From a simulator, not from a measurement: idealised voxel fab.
Documented hereafter: the process module known as voxel quadruple lines.
Xsec cut, 275 nm wide, square cell size 5 nm.
A cross-section is written here as square cells arranged in a grid, and it is given in bands from the top down, each band taking up one or more rows of cells. Basically the band line says how high the top is and how high the bottom is, in nm, and then what's in it from left to right, every material with its width in nm. Empty space shows up as "empty", and if a single material carries "throughout" it runs the full band edge to edge. Measure heights from 0. That's the level where, below it, the as-received wafer is all one material. The lowest band is bottomless and extends downward; write it as in "0 and below". A two-number width, for instance "30 to 40", indicates that the width is equal to the first number in the top row of the band and to the second number in the bottom row, and that it changes by a constant amount per row of cells. A step reported as "nothing got changed" is a step in which no cell of the cross-section changed. "Fully sealed voids" enumerates empty spaces isolated from the top, with no open way to it, that contain at least 8 cells, giving each as width x height at distance from the left edge, all three in nm. Read whatever lies past the settings on a step's line as the simulator's own remark about the step. When a step includes a mask, the "overlay nm" setting on its line states how far to the right of its planned place that mask lay, and negative values state how far to the left.
[Process steps (planned)]
1: op RECEIVE | material Si
2: op CONFORMAL_DEP | material SiO2 | thk nm 10
3: op DIRECTIONAL_DEP | material W | thk nm 10
4: op DIRECTIONAL_DEP | material polySi | thk nm 15
5: op DIRECTIONAL_DEP | material aC | thk nm 25
6: op PATTERN | tone cover | mask id MANDREL | material resist | width nm 30 | thk nm 35 | overlay nm 0
7: op DIRECTIONAL_ETCH | etch materials aC | depth nm 25
8: op STRIP | etch materials resist
9: op CONFORMAL_DEP | material SiO2 | thk nm 10
10: op DIRECTIONAL_ETCH | etch materials SiO2 | depth nm 10
11: op STRIP | etch materials aC
12: op DIRECTIONAL_ETCH | etch materials polySi | depth nm 15
13: op STRIP | etch materials SiO2
14: op CONFORMAL_DEP | material SiCN | thk nm 10
15: op DIRECTIONAL_ETCH | etch materials SiCN | depth nm 10
16: op STRIP | etch materials polySi
17: op DIRECTIONAL_ETCH | etch materials W | depth nm 10
18: op STRIP | etch materials SiCN
[Run as planned: first of two wafers]
[As received (post step 1): cross-section]
> 0 and below = Si throughout
> Fully sealed voids: none
[Take a look at the wafer's cross-section after step 2]
> 10 down to 0 = SiO2 throughout
> Anything lower than 0 is untouched.
[Take a look at the wafer's cross-section after step 3]
> 20 down to 10 = W throughout
> Anything lower than 10 is untouched.
[Take a look at the wafer's cross-section after step 4]
> 35 down to 20 = polySi throughout
> Anything lower than 20 is untouched.
[Take a look at the wafer's cross-section after step 5]
> 60 down to 35 = aC throughout
> Anything lower than 35 is untouched.
[Take a look at the wafer's cross-section after step 6]
> 95 down to 60 = 120 nm empty / 30 nm resist / 125 nm empty
> Anything lower than 60 is untouched.
[Take a look at the wafer's cross-section after step 7]
> 70 down to 60 = 120 nm empty / 30 nm resist / 125 nm empty
> 60 down to 35 = 120 nm empty / 30 nm aC / 125 nm empty
> Anything lower than 35 is untouched.
[Take a look at the wafer's cross-section after step 8]
> 60 down to 35 = 120 nm empty / 30 nm aC / 125 nm empty
> Anything lower than 35 is untouched.
[Take a look at the wafer's cross-section after step 9]
> 70 down to 60 = 110 nm empty / 50 nm SiO2 / 115 nm empty
> 60 down to 45 = 110 nm empty / 10 nm SiO2 / 30 nm aC / 10 nm SiO2 / 115 nm empty
> 45 down to 35 = 120 nm SiO2 / 30 nm aC / 125 nm SiO2
> Anything lower than 35 is untouched.
[Take a look at the wafer's cross-section after step 10]
> 60 down to 35 = 110 nm empty / 10 nm SiO2 / 30 nm aC / 10 nm SiO2 / 115 nm empty
> Anything lower than 35 is untouched.
[Take a look at the wafer's cross-section after step 11]
> 60 down to 35 = 110 nm empty / 10 nm SiO2 / 30 nm empty / 10 nm SiO2 / 115 nm empty
> Anything lower than 35 is untouched.
[Take a look at the wafer's cross-section after step 12]
> 60 down to 35 = 110 nm empty / 10 nm SiO2 / 30 nm empty / 10 nm SiO2 / 115 nm empty
> 35 down to 20 = 110 nm empty / 10 nm polySi / 30 nm empty / 10 nm polySi / 115 nm empty
> Anything lower than 20 is untouched.
[Take a look at the wafer's cross-section after step 13]
> 35 down to 20 = 110 nm empty / 10 nm polySi / 30 nm empty / 10 nm polySi / 115 nm empty
> Anything lower than 20 is untouched.
[Take a look at the wafer's cross-section after step 14]
> 45 down to 35 = 100 nm empty / 30 nm SiCN / 10 nm empty / 30 nm SiCN / 105 nm empty
> 35 down to 30 = 100 nm empty / 10 nm SiCN / 10 nm polySi / 10 nm SiCN / 10 nm empty / 10 nm SiCN / 10 nm polySi / 10 nm SiCN / 105 nm empty
> 30 down to 20 = 110 nm SiCN / 10 nm polySi / 30 nm SiCN / 10 nm polySi / 115 nm SiCN
> Anything lower than 20 is untouched.
[Take a look at the wafer's cross-section after step 15]
> 35 down to 20 = 100 nm empty / 10 nm SiCN / 10 nm polySi / 10 nm SiCN / 10 nm empty / 10 nm SiCN / 10 nm polySi / 10 nm SiCN / 105 nm empty
> Anything lower than 20 is untouched.
[Take a look at the wafer's cross-section after step 16]
> 35 down to 20 = 100 nm empty / 10 nm SiCN / 10 nm empty / 10 nm SiCN / 10 nm empty / 10 nm SiCN / 10 nm empty / 10 nm SiCN / 105 nm empty
> Anything lower than 20 is untouched.
[Take a look at the wafer's cross-section after step 17]
> 35 down to 20 = 100 nm empty / 10 nm SiCN / 10 nm empty / 10 nm SiCN / 10 nm empty / 10 nm SiCN / 10 nm empty / 10 nm SiCN / 105 nm empty
> 20 down to 10 = 100 nm empty / 10 nm W / 10 nm empty / 10 nm W / 10 nm empty / 10 nm W / 10 nm empty / 10 nm W / 105 nm empty
> Anything lower than 10 is untouched.
[Take a look at the wafer's cross-section after step 18]
> 20 down to 10 = 100 nm empty / 10 nm W / 10 nm empty / 10 nm W / 10 nm empty / 10 nm W / 10 nm empty / 10 nm W / 105 nm empty
> Anything lower than 10 is untouched.
[The second wafer began exactly as the first did and followed the same plan, but one mistake was made while running it; through step 8 inclusive, the two wafers are identical]
[X-section, second wafer, when step 9 was due to finish]
> 70 down to 60 = 110 nm empty / 50 nm W / 115 nm empty
> 60 down to 45 = 110 nm empty / 10 nm W / 30 nm aC / 10 nm W / 115 nm empty
> 45 down to 35 = 120 nm W / 30 nm aC / 125 nm W
> Anything lower than 35 is untouched.
X-section, second wafer, when step 10 was due to finish: nothing got changed
X-section, second wafer, when step 11 was due to finish: nothing got changed
X-section, second wafer, when step 12 was due to finish: nothing got changed
X-section, second wafer, when step 13 was due to finish: nothing got changed
[X-section, second wafer, when step 14 was due to finish]
> 80 down to 70 = 100 nm empty / 70 nm SiCN / 105 nm empty
> 70 down to 60 = 100 nm empty / 10 nm SiCN / 50 nm W / 10 nm SiCN / 105 nm empty
> 60 down to 55 = 100 nm empty / 10 nm SiCN / 10 nm W / 30 nm aC / 10 nm W / 10 nm SiCN / 105 nm empty
> 55 down to 45 = 110 nm SiCN / 10 nm W / 30 nm aC / 10 nm W / 115 nm SiCN
> Anything lower than 45 is untouched.
[X-section, second wafer, when step 15 was due to finish]
> 70 down to 60 = 100 nm empty / 10 nm SiCN / 50 nm W / 10 nm SiCN / 105 nm empty
> 60 down to 45 = 100 nm empty / 10 nm SiCN / 10 nm W / 30 nm aC / 10 nm W / 10 nm SiCN / 105 nm empty
> Anything lower than 45 is untouched.
X-section, second wafer, when step 16 was due to finish: nothing got changed
[X-section, second wafer, when step 17 was due to finish]
> 70 down to 60 = 100 nm empty / 10 nm SiCN / 50 nm empty / 10 nm SiCN / 105 nm empty
> 60 down to 45 = 100 nm empty / 10 nm SiCN / 10 nm W / 30 nm aC / 10 nm W / 10 nm SiCN / 105 nm empty
> 45 down to 35 = 100 nm empty / 20 nm W / 30 nm aC / 20 nm W / 105 nm empty
> Anything lower than 35 is untouched.
[X-section, second wafer, when step 18 was due to finish]
> 60 down to 45 = 110 nm empty / 10 nm W / 30 nm aC / 10 nm W / 115 nm empty
> Anything lower than 45 is untouched.
What was the processing mistake? step 9 did not happen as planned, as run it was op CONFORMAL_DEP | material W | thk nm 10
Final wafer comparison in cells, second versus first, more or fewer per material: W +122 | aC +30 | polySi +165
